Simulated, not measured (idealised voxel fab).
Process module name: voxel air gaps
FYI the section here is cut, 155 nm wide, cells are 5 nm squares.
Format of a cross-section: grid, square cells. Given as bands. Order: top down. Band: one or more rows of cells. Read a band's entry like this: the first values are the height of its top and the height of its bottom in nm, and what follows is the sequence of materials from left to right, each with its width in nm. Note that "blank" is empty space, and that a single material marked "everywhere" reaches across the band from edge to edge. All heights in this document are referenced to 0, defined as the level beneath which the wafer, as received, consists entirely of one material. The lowest band is not bounded below; it extends indefinitely downward and is written in the form "top 0, no bottom". Per-row width for "30->40": begins at first number (top row of band), ends at second number (bottom row), increment between rows held constant. "no change" for a step: no cell of the cross-section changed in that step. Reported under the label "Unvented cavities" are the empty spaces having no open way to the top and comprising 8 cells or more; the notation for each is width x height at distance, in which the distance is measured from the left edge and all three values are in nm. Past the settings on a step's line: simulator remark, on that step. When a step includes a mask, the "overlay nm" setting on its line states how far to the right of its planned place that mask lay, and negative values state how far to the left.
### Planned process steps
- 1: RECEIVE [material Si]
- 2: CONFORMAL_DEP [material SiO2] [thk nm 10]
- 3: CONFORMAL_DEP [material SiCN] [thk nm 5]
- 4: DIRECTIONAL_DEP [material lowk] [thk nm 30]
- 5: DIRECTIONAL_DEP [material aC] [thk nm 10]
- 6: PATTERN [tone open] [mask id LINES] [material resist] [width nm 15] [pitch nm 45] [thk nm 25] [overlay nm 0]
- 7: DIRECTIONAL_ETCH [etch materials aC] [depth nm 10]
- 8: STRIP [etch materials resist]
- 9: DIRECTIONAL_ETCH [etch materials lowk] [depth nm 30]
- 10: STRIP [etch materials aC]
- 11: CONFORMAL_DEP [material TiN] [thk nm 5]
- 12: FILL_DEP [material Cu] [thk nm 5]
- 13: CMP [height nm 45]
- 14: EPI [material Ru] [thk nm 10]
- 15: SELECTIVE_ETCH [etch materials lowk] [depth nm 40]
- 16: CONFORMAL_DEP [material SiCN] [thk nm 5]
varied across the wafers: width nm of step 6. The plan shows the first wafer's value. All wafers start alike
### This is how the first of several wafers looked in cross-section when it arrived, which is after step 1
> top 0, no bottom: Si everywhere
> Unvented cavities: none
### Here is how to read the rows: every wafer has a row, and it shows the wafer at the end of the module, giving for each material how many cells were gained (+) or lost (-) since the wafer was received, then listing its closed voids
width nm 15; +15 Cu; +42 Ru; +134 SiCN; +62 SiO2; +39 TiN; Unvented cavities: 20 x 20 at 45; 20 x 20 at 90
width nm 20; +30 Cu; +48 Ru; +126 SiCN; +62 SiO2; +42 TiN; Unvented cavities: 15 x 20 at 45; 15 x 20 at 90
width nm 25; +45 Cu; +54 Ru; +86 SiCN; +62 SiO2; +45 TiN; +48 lowk; Unvented cavities: none
width nm 30; +60 Cu; +56 Ru; +86 SiCN; +62 SiO2; +48 TiN; +36 lowk; Unvented cavities: 10 x 20 at 0
